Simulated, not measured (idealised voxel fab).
Title: Process Module voxel fin reveal
It is cross-section cut that appears here, measuring 260 nm in width, its square cells being 5 nm in size.
Cross-section layout: square cells on a grid; listed as bands, top to bottom; a band spans one or more cell rows.
Band: top and bottom heights (nm) first, top before bottom; then materials from left to right, widths in nm. "all across" marks a sole material filling the band edge to edge. "empty" denotes empty space.
It should be noted that heights are counted from 0, beneath which the wafer as supplied is of one material throughout, and that the lowest band possesses no lower boundary but continues downward, as written in "from 0 down".
When a width is written as two numbers, as in "30..40", the first number is the width in the top row of cells of the band and the second is the width in its bottom row, and the width changes by the same amount from each row to the next.
"identical to before", as given for a step, is the statement that not any cell of the cross-section underwent a change during that step.
If an empty space has no open way to the top and is at least 8 cells in size, "Voids, fully enclosed" lists it, written width x height at distance, where distance is measured from the left edge and every value is in nm.
Text after the settings on a step's line: the simulator's own remark on that step.
overlay nm: for a step with a mask, the amount by which the mask lay right of where it was planned; a negative amount means left of it.
### Process steps (planned)
step 1: RECEIVE [material Si]
step 2: CONFORMAL_DEP [material SiN] [thk nm 5]
step 3: DIRECTIONAL_DEP [material aC] [thk nm 10]
step 4: PATTERN [tone cover] [mask id FINS] [material resist] [width nm 15] [pitch nm 35] [thk nm 25] [overlay nm 0]
step 5: DIRECTIONAL_ETCH [etch materials aC] [depth nm 10]
step 6: STRIP [etch materials resist]
step 7: DIRECTIONAL_ETCH [etch materials SiN] [depth nm 5]
step 8: DIRECTIONAL_ETCH [etch materials Si] [depth nm 35]
step 9: STRIP [etch materials aC]
step 10: FILL_DEP [material SiO2] [thk nm 5]
step 11: CMP [height nm 5]
step 12: SELECTIVE_ETCH [etch materials SiO2] [depth nm 25]
step 13: STRIP [etch materials SiN]
step 14: CONFORMAL_DEP [material HfO2] [thk nm 5]
### First wafer of two (run as planned)
### Step 1 complete: cross-section of the wafer as received
* from 0 down  Si all across
* Voids, fully enclosed: none
### The wafer in cross-section once step 2 is complete
* from 5 to 0  SiN all across
* Under 0: no change, same as before.
### The wafer in cross-section once step 3 is complete
* from 15 to 5  aC all across
* Under 5: no change, same as before.
### The wafer in cross-section once step 4 is complete
* from 40 to 15  70 of empty  15 of resist  20 of empty  15 of resist  20 of empty  15 of resist  20 of empty  15 of resist  70 of empty
* Under 15: no change, same as before.
### The wafer in cross-section once step 5 is complete
* from 30 to 15  70 of empty  15 of resist  20 of empty  15 of resist  20 of empty  15 of resist  20 of empty  15 of resist  70 of empty
* from 15 to 5  70 of empty  15 of aC  20 of empty  15 of aC  20 of empty  15 of aC  20 of empty  15 of aC  70 of empty
* Under 5: no change, same as before.
### The wafer in cross-section once step 6 is complete
* from 15 to 5  70 of empty  15 of aC  20 of empty  15 of aC  20 of empty  15 of aC  20 of empty  15 of aC  70 of empty
* Under 5: no change, same as before.
### The wafer in cross-section once step 7 is complete
* from 15 to 5  70 of empty  15 of aC  20 of empty  15 of aC  20 of empty  15 of aC  20 of empty  15 of aC  70 of empty
* from 5 to 0  70 of empty  15 of SiN  20 of empty  15 of SiN  20 of empty  15 of SiN  20 of empty  15 of SiN  70 of empty
* Under 0: no change, same as before.
### The wafer in cross-section once step 8 is complete
* from 15 to 5  70 of empty  15 of aC  20 of empty  15 of aC  20 of empty  15 of aC  20 of empty  15 of aC  70 of empty
* from 5 to 0  70 of empty  15 of SiN  20 of empty  15 of SiN  20 of empty  15 of SiN  20 of empty  15 of SiN  70 of empty
* from 0 to -35  70 of empty  15 of Si  20 of empty  15 of Si  20 of empty  15 of Si  20 of empty  15 of Si  70 of empty
* Under -35: no change, same as before.
### The wafer in cross-section once step 9 is complete
* from 5 to 0  70 of empty  15 of SiN  20 of empty  15 of SiN  20 of empty  15 of SiN  20 of empty  15 of SiN  70 of empty
* Under 0: no change, same as before.
### The wafer in cross-section once step 10 is complete
* from 10 to 5  SiO2 all across
* from 5 to 0  70 of SiO2  15 of SiN  20 of SiO2  15 of SiN  20 of SiO2  15 of SiN  20 of SiO2  15 of SiN  70 of SiO2
* from 0 to -35  70 of SiO2  15 of Si  20 of SiO2  15 of Si  20 of SiO2  15 of Si  20 of SiO2  15 of Si  70 of SiO2
* Under -35: no change, same as before.
### The wafer in cross-section once step 11 is complete
* from 5 to 0  70 of SiO2  15 of SiN  20 of SiO2  15 of SiN  20 of SiO2  15 of SiN  20 of SiO2  15 of SiN  70 of SiO2
* Under 0: no change, same as before.
### The wafer in cross-section once step 12 is complete
* from 5 to 0  70 of empty  15 of SiN  20 of empty  15 of SiN  20 of empty  15 of SiN  20 of empty  15 of SiN  70 of empty
* from 0 to -20  70 of empty  15 of Si  20 of empty  15 of Si  20 of empty  15 of Si  20 of empty  15 of Si  70 of empty
* Under -20: no change, same as before.
### The wafer in cross-section once step 13 is complete
* from 0 to -20  70 of empty  15 of Si  20 of empty  15 of Si  20 of empty  15 of Si  20 of empty  15 of Si  70 of empty
* Under -20: no change, same as before.
### The wafer in cross-section once step 14 is complete
* from 5 to 0  65 of empty  25 of HfO2  10 of empty  25 of HfO2  10 of empty  25 of HfO2  10 of empty  25 of HfO2  65 of empty
* from 0 to -15  65 of empty  5 of HfO2  15 of Si  5 of HfO2  10 of empty  5 of HfO2  15 of Si  5 of HfO2  10 of empty  5 of HfO2  15 of Si  5 of HfO2  10 of empty  5 of HfO2  15 of Si  5 of HfO2  65 of empty
* from -15 to -20  70 of HfO2  15 of Si  20 of HfO2  15 of Si  20 of HfO2  15 of Si  20 of HfO2  15 of Si  70 of HfO2
* Under -20: no change, same as before.
### The second wafer began exactly as the first did and followed the same plan, but one mistake was made while running it; through step 3 inclusive, the two wafers are identical
### Cross-sectional view of the second wafer at the intended end time of process step 4
* from 40 to 15  70 of resist  15 of empty  20 of resist  15 of empty  20 of resist  15 of empty  20 of resist  15 of empty  70 of resist
* Under 15: no change, same as before.
### Cross-sectional view of the second wafer at the intended end time of process step 5
* from 30 to 15  70 of resist  15 of empty  20 of resist  15 of empty  20 of resist  15 of empty  20 of resist  15 of empty  70 of resist
* from 15 to 5  70 of aC  15 of empty  20 of aC  15 of empty  20 of aC  15 of empty  20 of aC  15 of empty  70 of aC
* Under 5: no change, same as before.
### Cross-sectional view of the second wafer at the intended end time of process step 6
* from 15 to 5  70 of aC  15 of empty  20 of aC  15 of empty  20 of aC  15 of empty  20 of aC  15 of empty  70 of aC
* Under 5: no change, same as before.
### Cross-sectional view of the second wafer at the intended end time of process step 7
* from 15 to 5  70 of aC  15 of empty  20 of aC  15 of empty  20 of aC  15 of empty  20 of aC  15 of empty  70 of aC
* from 5 to 0  70 of SiN  15 of empty  20 of SiN  15 of empty  20 of SiN  15 of empty  20 of SiN  15 of empty  70 of SiN
* Under 0: no change, same as before.
### Cross-sectional view of the second wafer at the intended end time of process step 8
* from 15 to 5  70 of aC  15 of empty  20 of aC  15 of empty  20 of aC  15 of empty  20 of aC  15 of empty  70 of aC
* from 5 to 0  70 of SiN  15 of empty  20 of SiN  15 of empty  20 of SiN  15 of empty  20 of SiN  15 of empty  70 of SiN
* from 0 to -35  70 of Si  15 of empty  20 of Si  15 of empty  20 of Si  15 of empty  20 of Si  15 of empty  70 of Si
* Under -35: no change, same as before.
### Cross-sectional view of the second wafer at the intended end time of process step 9
* from 5 to 0  70 of SiN  15 of empty  20 of SiN  15 of empty  20 of SiN  15 of empty  20 of SiN  15 of empty  70 of SiN
* Under 0: no change, same as before.
### Cross-sectional view of the second wafer at the intended end time of process step 10
* from 10 to 5  SiO2 all across
* from 5 to 0  70 of SiN  15 of SiO2  20 of SiN  15 of SiO2  20 of SiN  15 of SiO2  20 of SiN  15 of SiO2  70 of SiN
* from 0 to -35  70 of Si  15 of SiO2  20 of Si  15 of SiO2  20 of Si  15 of SiO2  20 of Si  15 of SiO2  70 of Si
* Under -35: no change, same as before.
### Cross-sectional view of the second wafer at the intended end time of process step 11
* from 5 to 0  70 of SiN  15 of SiO2  20 of SiN  15 of SiO2  20 of SiN  15 of SiO2  20 of SiN  15 of SiO2  70 of SiN
* Under 0: no change, same as before.
### Cross-sectional view of the second wafer at the intended end time of process step 12
* from 5 to 0  70 of SiN  15 of empty  20 of SiN  15 of empty  20 of SiN  15 of empty  20 of SiN  15 of empty  70 of SiN
* from 0 to -20  70 of Si  15 of empty  20 of Si  15 of empty  20 of Si  15 of empty  20 of Si  15 of empty  70 of Si
* Under -20: no change, same as before.
### Cross-sectional view of the second wafer at the intended end time of process step 13
* from 0 to -20  70 of Si  15 of empty  20 of Si  15 of empty  20 of Si  15 of empty  20 of Si  15 of empty  70 of Si
* Under -20: no change, same as before.
### Cross-sectional view of the second wafer at the intended end time of process step 14
* from 5 to 0  75 of HfO2  5 of empty  30 of HfO2  5 of empty  30 of HfO2  5 of empty  30 of HfO2  5 of empty  75 of HfO2
* from 0 to -15  70 of Si  5 of HfO2  5 of empty  5 of HfO2  20 of Si  5 of HfO2  5 of empty  5 of HfO2  20 of Si  5 of HfO2  5 of empty  5 of HfO2  20 of Si  5 of HfO2  5 of empty  5 of HfO2  70 of Si
* from -15 to -20  70 of Si  15 of HfO2  20 of Si  15 of HfO2  20 of Si  15 of HfO2  20 of Si  15 of HfO2  70 of Si
* Under -20: no change, same as before.
Here's what went sideways: heads up, step 4 didn't go per plan, it actually ran as PATTERN [tone open] [mask id FINS] [material resist] [width nm 15] [pitch nm 35] [thk nm 25] [overlay nm 0]
Wafer comparison, final, in cells, second relative to first, materials more or fewer: Si +196; SiO2 -84
